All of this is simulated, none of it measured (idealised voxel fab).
Process module, titled voxel wiring stack
cross-section cut | 265 nm wide | cells 5 nm
If you're reading a cross-section in this doc, picture square cells in a grid; it comes to you as bands, top ones listed first down to the bottom, and a band can be one or more rows of cells.
Heights first: top, then bottom, in nm. Then materials, left to right, each with a width in nm. "full width" on a single material: fills the band edge to edge. "air": empty space.
Basically, 0 is our baseline, since under it the wafer straight out of the box is all one material. The bottom band has no lower end and keeps on going down, so it looks like "0 and below".
Quick explanation for "30..40": the width changes in equal steps down the rows of cells, from the first number in the band's top row to the second number in its bottom row.
Key: "identical to before" - step with no changed cell in the cross-section.
"Tabulated closed voids" lists enclosed empty spaces (at least 8 cells, no open path upward to the top), each as width x height at distance from the left edge, in nm.
after a step's settings: what the simulator itself notes on the step
The optional step-line setting "overlay nm" applies to steps with a mask and quantifies how far to the right of its planned location the mask lay, a negative value indicating leftward placement.

The following list gives the planned process steps
step 1: op RECEIVE | material Si
step 2: op CONFORMAL_DEP | material SiO2 | thk nm 15
step 3: op CONFORMAL_DEP | material SiN | thk nm 5
step 4: op DIRECTIONAL_DEP | material SiO2 | thk nm 15
step 5: op PATTERN | tone open | mask id METAL_1 | material resist | width nm 20 | pitch nm 40 | thk nm 20 | overlay nm 0
step 6: op DIRECTIONAL_ETCH | etch materials SiO2 | depth nm 15
step 7: op DIRECTIONAL_ETCH | etch materials SiN | depth nm 5
step 8: op STRIP | etch materials resist
step 9: op CONFORMAL_DEP | material TiN | thk nm 5
step 10: op FILL_DEP | material Ru | thk nm 10
step 11: op CMP | height nm 35
step 12: op EPI | material Ru | thk nm 5
step 13: op FILL_DEP | material SiCN | thk nm 5
step 14: op DIRECTIONAL_DEP | material SiO2 | thk nm 20
step 15: op PATTERN | tone open | mask id PLUG_1 | material resist | width nm 15 | pitch nm 40 | thk nm 20 | overlay nm 0
step 16: op DIRECTIONAL_ETCH | etch materials SiO2 | depth nm 20
step 17: op DIRECTIONAL_ETCH | etch materials SiCN | depth nm 5
step 18: op STRIP | etch materials resist
step 19: op CONFORMAL_DEP | material TiN | thk nm 5
step 20: op FILL_DEP | material W | thk nm 10
step 21: op CMP | height nm 65
step 22: op DIRECTIONAL_DEP | material TiN | thk nm 5
step 23: op DIRECTIONAL_DEP | material W | thk nm 20
step 24: op MASKED_ETCH | tone cover | mask id METAL_2 | width nm 20 | pitch nm 40 | etch materials W | depth nm 20 | overlay nm 0
step 25: op MASKED_ETCH | tone cover | mask id METAL_2 | width nm 20 | pitch nm 40 | etch materials TiN | depth nm 5 | overlay nm 0
step 26: op CONFORMAL_DEP | material SiN | thk nm 5
step 27: op FILL_DEP | material SiO2 | thk nm 5
step 28: op CMP | height nm 90
step 29: op CONFORMAL_DEP | material SiCN | thk nm 5
step 30: op DIRECTIONAL_DEP | material SiO2 | thk nm 30
step 31: op PATTERN | tone open | mask id METAL_3 | material resist | width nm 20 | pitch nm 40 | thk nm 15 | overlay nm 0
step 32: op DIRECTIONAL_ETCH | etch materials SiO2 | depth nm 15
step 33: op STRIP | etch materials resist
step 34: op PATTERN | tone open | mask id METAL_3_HOLES | material resist | width nm 15 | pitch nm 40 | thk nm 15 | overlay nm 0
step 35: op DIRECTIONAL_ETCH | etch materials SiO2 | depth nm 15
step 36: op DIRECTIONAL_ETCH | etch materials SiCN | depth nm 5
step 37: op STRIP | etch materials resist
step 38: op CONFORMAL_DEP | material TiN | thk nm 5
step 39: op FILL_DEP | material Cu | thk nm 5
step 40: op CMP | height nm 125
step 41: op CONFORMAL_DEP | material SiN | thk nm 5

Received-state cross-section, reflecting completion of step 1
  0 and below  Si full width
  Tabulated closed voids: none

Cross-section, first of two wafers, end of module, run as planned
  130 down to 125  SiN full width
  125 down to 115  SiO2=100, TiN=5, Cu=10, TiN=5, SiO2=20, TiN=5, Cu=10, TiN=5, SiO2=105
  115 down to 110  SiO2=100, TiN=5, Cu=5, TiN=10, SiO2=20, TiN=5, Cu=5, TiN=10, SiO2=105
  110 down to 95  SiO2=100, TiN=5, Cu=5, TiN=5, SiO2=25, TiN=5, Cu=5, TiN=5, SiO2=110
  95 down to 90  SiCN=100, TiN=15, SiCN=25, TiN=15, SiCN=110
  90 down to 70  SiO2=95, SiN=5, W=20, SiN=5, SiO2=10, SiN=5, W=20, SiN=5, SiO2=100
  70 down to 65  SiN=100, TiN=20, SiN=20, TiN=20, SiN=105
  65 down to 45  SiO2=100, TiN=5, W=5, TiN=5, SiO2=25, TiN=5, W=5, TiN=5, SiO2=110
  45 down to 40  SiCN=100, TiN=15, SiCN=25, TiN=15, SiCN=110
  40 down to 35  SiCN=95, Ru=30, SiCN=10, Ru=30, SiCN=100
  35 down to 20  SiO2=100, TiN=5, Ru=10, TiN=5, SiO2=20, TiN=5, Ru=10, TiN=5, SiO2=105
  20 down to 15  SiN=100, TiN=20, SiN=20, TiN=20, SiN=105
  15 down to 0  SiO2 full width
  0 and below  Si full width
  Tabulated closed voids: none

Wafer two cross-section, module end. Start and plan unchanged from wafer one; one mistake made during the run
  130 down to 125  SiN full width
  125 down to 115  SiO2=100, TiN=5, Cu=10, TiN=5, SiO2=20, TiN=5, Cu=10, TiN=5, SiO2=105
  115 down to 110  SiO2=100, TiN=5, Cu=5, TiN=10, SiO2=20, TiN=5, Cu=5, TiN=10, SiO2=105
  110 down to 95  SiO2=100, TiN=5, Cu=5, TiN=5, SiO2=25, TiN=5, Cu=5, TiN=5, SiO2=110
  95 down to 90  SiCN=100, TiN=15, SiCN=25, TiN=15, SiCN=110
  90 down to 70  SiO2=95, SiN=5, W=20, SiN=5, SiO2=10, SiN=5, W=20, SiN=5, SiO2=100
  70 down to 65  SiN=100, TiN=20, SiN=20, TiN=20, SiN=105
  65 down to 45  SiO2=95, TiN=5, W=15, TiN=5, SiO2=15, TiN=5, W=15, TiN=5, SiO2=105
  45 down to 40  SiCN=95, TiN=25, SiCN=15, TiN=25, SiCN=105
  40 down to 35  SiCN=95, Ru=30, SiCN=10, Ru=30, SiCN=100
  35 down to 20  SiO2=100, TiN=5, Ru=10, TiN=5, SiO2=20, TiN=5, Ru=10, TiN=5, SiO2=105
  20 down to 15  SiN=100, TiN=20, SiN=20, TiN=20, SiN=105
  15 down to 0  SiO2 full width
  0 and below  Si full width
  Tabulated closed voids: none
Where did the run depart from the plan? step 15 changed vs plan, executed as op PATTERN | tone open | mask id PLUG_1 | material resist | width nm 25 | pitch nm 40 | thk nm 20 | overlay nm 0
at the end the second wafer has, in cells: SiCN: 4 fewer | SiO2: 16 fewer | TiN: 4 more | W: 16 more
